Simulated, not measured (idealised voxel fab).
Title: Process Module voxel wiring stack
265 nm wide, 5 nm square cells: that's cross-section cut.
Reading order for cross-sections: top band down to bottom band. Underlying form: a grid of square cells. Band size: one or more rows of cells.
Each band's line starts with the height of the band's top and of its bottom, in nm. Then come its materials from left to right, each with its width in nm. One material with "full width" fills the band from edge to edge. "air" is empty space.
The level at which height equals 0 is the one under which the wafer, as it arrives, is entirely one material. No lower edge exists for the bottom band, which continues downward and is notated as in "0..down".
Top row gets the first number, bottom row gets the second, and each row in between changes by the same step: that is how a band width like "30..40" works.
It should be understood that the words "left unchanged", when stated for a given step, signify that the cross-section underwent no change in any of its cells during that step.
Each empty space that has no open way to the top and spans at least 8 cells appears under "Cavities, closed" as width x height at distance, the distance counted from the left edge, all in nm.
Post-settings text on a step line: simulator's own remark regarding the step.
The line of a step may include "overlay nm". On a step with a mask, this value is how far to the right of its planned place the mask lay. A negative value means the mask lay to the left.
## The process steps that were planned are listed below
| 1 | RECEIVE with material Si |
| 2 | CONFORMAL_DEP with material SiO2, thk nm 10 |
| 3 | CONFORMAL_DEP with material SiCN, thk nm 5 |
| 4 | DIRECTIONAL_DEP with material lowk, thk nm 20 |
| 5 | DIRECTIONAL_DEP with material aC, thk nm 15 |
| 6 | PATTERN with tone open, mask id METAL_1, material resist, width nm 20, pitch nm 45, thk nm 35, overlay nm 0 |
| 7 | DIRECTIONAL_ETCH with etch materials aC, depth nm 15 |
| 8 | STRIP with etch materials resist |
| 9 | DIRECTIONAL_ETCH with etch materials lowk, depth nm 20 |
| 10 | DIRECTIONAL_ETCH with etch materials SiCN, depth nm 5 |
| 11 | STRIP with etch materials aC |
| 12 | CONFORMAL_DEP with material TiN, thk nm 5 |
| 13 | FILL_DEP with material Cu, thk nm 10 |
| 14 | CMP with height nm 35 |
| 15 | EPI with material Ru, thk nm 5 |
| 16 | FILL_DEP with material SiCN, thk nm 5 |
| 17 | DIRECTIONAL_DEP with material lowk, thk nm 10 |
| 18 | MASKED_ETCH with tone open, mask id PLUG_1, width nm 15, pitch nm 45, etch materials lowk, depth nm 10, overlay nm 0 |
| 19 | MASKED_ETCH with tone open, mask id PLUG_1, width nm 15, pitch nm 45, etch materials SiCN, depth nm 5, overlay nm 0 |
| 20 | CONFORMAL_DEP with material TiN, thk nm 5 |
| 21 | FILL_DEP with material Cu, thk nm 5 |
| 22 | CMP with height nm 55 |
| 23 | CONFORMAL_DEP with material SiCN, thk nm 5 |
| 24 | DIRECTIONAL_DEP with material lowk, thk nm 25 |
| 25 | MASKED_ETCH with tone open, mask id METAL_2, width nm 20, pitch nm 45, etch materials lowk, depth nm 25, overlay nm 0 |
| 26 | MASKED_ETCH with tone open, mask id METAL_2, width nm 20, pitch nm 45, etch materials SiCN, depth nm 5, overlay nm 0 |
| 27 | CONFORMAL_DEP with material TiN, thk nm 5 |
| 28 | FILL_DEP with material Cu, thk nm 10 |
| 29 | CMP with height nm 85 |
| 30 | CONFORMAL_DEP with material SiCN, thk nm 5 |
| 31 | DIRECTIONAL_DEP with material lowk, thk nm 10 |
| 32 | PATTERN with tone open, mask id PLUG_2, material resist, width nm 15, pitch nm 45, thk nm 20, overlay nm 0 |
| 33 | DIRECTIONAL_ETCH with etch materials lowk, depth nm 10 |
| 34 | DIRECTIONAL_ETCH with etch materials SiCN, depth nm 5 |
| 35 | STRIP with etch materials resist |
| 36 | CONFORMAL_DEP with material TiN, thk nm 5 |
| 37 | FILL_DEP with material W, thk nm 10 |
| 38 | CMP with height nm 100 |
| 39 | DIRECTIONAL_DEP with material TiN, thk nm 5 |
| 40 | DIRECTIONAL_DEP with material Ru, thk nm 20 |
| 41 | MASKED_ETCH with tone cover, mask id METAL_3, width nm 20, pitch nm 45, etch materials Ru, depth nm 20, overlay nm 0 |
| 42 | MASKED_ETCH with tone cover, mask id METAL_3, width nm 20, pitch nm 45, etch materials TiN, depth nm 5, overlay nm 0 |
| 43 | CONFORMAL_DEP with material SiN, thk nm 5 |
| 44 | FILL_DEP with material lowk, thk nm 5 |
| 45 | CMP with height nm 125 |
| 46 | CONFORMAL_DEP with material SiCN, thk nm 5 |
| 47 | DIRECTIONAL_DEP with material lowk, thk nm 20 |
| 48 | DIRECTIONAL_DEP with material aC, thk nm 15 |
| 49 | PATTERN with tone open, mask id PLUG_3, material resist, width nm 15, thk nm 30, overlay nm 0 |
| 50 | DIRECTIONAL_ETCH with etch materials aC, depth nm 15 |
| 51 | STRIP with etch materials resist |
| 52 | DIRECTIONAL_ETCH with etch materials lowk, depth nm 20 |
| 53 | DIRECTIONAL_ETCH with etch materials SiCN, depth nm 5 |
| 54 | STRIP with etch materials aC |
| 55 | CONFORMAL_DEP with material TiN, thk nm 5 |
| 56 | FILL_DEP with material W, thk nm 10 |
| 57 | CMP with height nm 150 |
| 58 | CONFORMAL_DEP with material SiN, thk nm 5 |
| 59 | DIRECTIONAL_DEP with material lowk, thk nm 15 |
| 60 | PATTERN with tone open, mask id METAL_4, material resist, width nm 20, pitch nm 45, thk nm 15, overlay nm 0 |
| 61 | DIRECTIONAL_ETCH with etch materials lowk, depth nm 15 |
| 62 | DIRECTIONAL_ETCH with etch materials SiN, depth nm 5 |
| 63 | STRIP with etch materials resist |
| 64 | CONFORMAL_DEP with material TiN, thk nm 5 |
| 65 | FILL_DEP with material Cu, thk nm 10 |
| 66 | CMP with height nm 170 |
| 67 | CONFORMAL_DEP with material SiCN, thk nm 5 |
## So this is the incoming wafer in cross-section - it's already been through step 1
0..down  Si full width
Cavities, closed: none
## first wafer at the end, as planned
175..170  SiCN full width
170..155  lowk 100 / TiN 5 / Cu 10 / TiN 5 / lowk 25 / TiN 5 / Cu 10 / TiN 5 / lowk 100
155..150  SiN 100 / TiN 20 / SiN 25 / TiN 20 / SiN 100
150..130  lowk 100 / TiN 5 / W 5 / TiN 5 / lowk 150
130..125  SiCN 100 / TiN 15 / SiCN 150
125..105  lowk 95 / SiN 5 / Ru 20 / SiN 5 / lowk 15 / SiN 5 / Ru 20 / SiN 5 / lowk 95
105..100  SiN 100 / TiN 20 / SiN 25 / TiN 20 / SiN 100
100..90  lowk 100 / TiN 5 / W 5 / TiN 5 / lowk 30 / TiN 5 / W 5 / TiN 5 / lowk 105
90..85  SiCN 100 / TiN 15 / SiCN 30 / TiN 15 / SiCN 105
85..60  lowk 100 / TiN 5 / Cu 10 / TiN 5 / lowk 25 / TiN 5 / Cu 10 / TiN 5 / lowk 100
60..55  SiCN 100 / TiN 20 / SiCN 25 / TiN 20 / SiCN 100
55..45  lowk 100 / TiN 5 / Cu 5 / TiN 5 / lowk 30 / TiN 5 / Cu 5 / TiN 5 / lowk 105
45..40  SiCN 100 / TiN 15 / SiCN 30 / TiN 15 / SiCN 105
40..35  SiCN 95 / Ru 30 / SiCN 15 / Ru 30 / SiCN 95
35..15  lowk 100 / TiN 5 / Cu 10 / TiN 5 / lowk 25 / TiN 5 / Cu 10 / TiN 5 / lowk 100
15..10  SiCN 100 / TiN 20 / SiCN 25 / TiN 20 / SiCN 100
10..0  SiO2 full width
0..down  Si full width
Cavities, closed: none
## Module end: cross-section of wafer two of two. Same start and process plan as the first wafer. One mistake during execution
175..170  SiCN full width
170..155  lowk 100 / TiN 5 / Cu 10 / TiN 5 / lowk 25 / TiN 5 / Cu 10 / TiN 5 / lowk 100
155..150  SiN 100 / TiN 20 / SiN 25 / TiN 20 / SiN 100
150..130  lowk 100 / TiN 5 / W 5 / TiN 5 / lowk 150
130..125  SiCN 100 / TiN 15 / SiCN 150
125..105  lowk 95 / SiN 5 / Ru 20 / SiN 5 / lowk 15 / SiN 5 / Ru 20 / SiN 5 / lowk 95
105..100  SiN 100 / TiN 20 / SiN 25 / TiN 20 / SiN 100
100..90  lowk 100 / TiN 5 / W 5 / TiN 5 / lowk 30 / TiN 5 / W 5 / TiN 5 / lowk 105
90..85  SiCN 100 / TiN 15 / SiCN 30 / TiN 15 / SiCN 105
85..70  lowk 100 / TiN 5 / Cu 10 / TiN 5 / lowk 25 / TiN 5 / Cu 10 / TiN 5 / lowk 100
70..65  SiCN 100 / TiN 20 / SiCN 25 / TiN 20 / SiCN 100
65..55  SiCN full width
55..45  lowk 100 / TiN 5 / Cu 5 / TiN 5 / lowk 30 / TiN 5 / Cu 5 / TiN 5 / lowk 105
45..40  SiCN 100 / TiN 15 / SiCN 30 / TiN 15 / SiCN 105
40..35  SiCN 95 / Ru 30 / SiCN 15 / Ru 30 / SiCN 95
35..15  lowk 100 / TiN 5 / Cu 10 / TiN 5 / lowk 25 / TiN 5 / Cu 10 / TiN 5 / lowk 100
15..10  SiCN 100 / TiN 20 / SiCN 25 / TiN 20 / SiCN 100
10..0  SiO2 full width
0..down  Si full width
Cavities, closed: none
What was done differently from what was planned? step 23 changed vs plan, executed as CONFORMAL_DEP with material SiCN, thk nm 15
Wrapping up, a cell-based count of both wafers puts the second over or under the first for these materials: Cu -8, SiCN +106, TiN -8, lowk -90
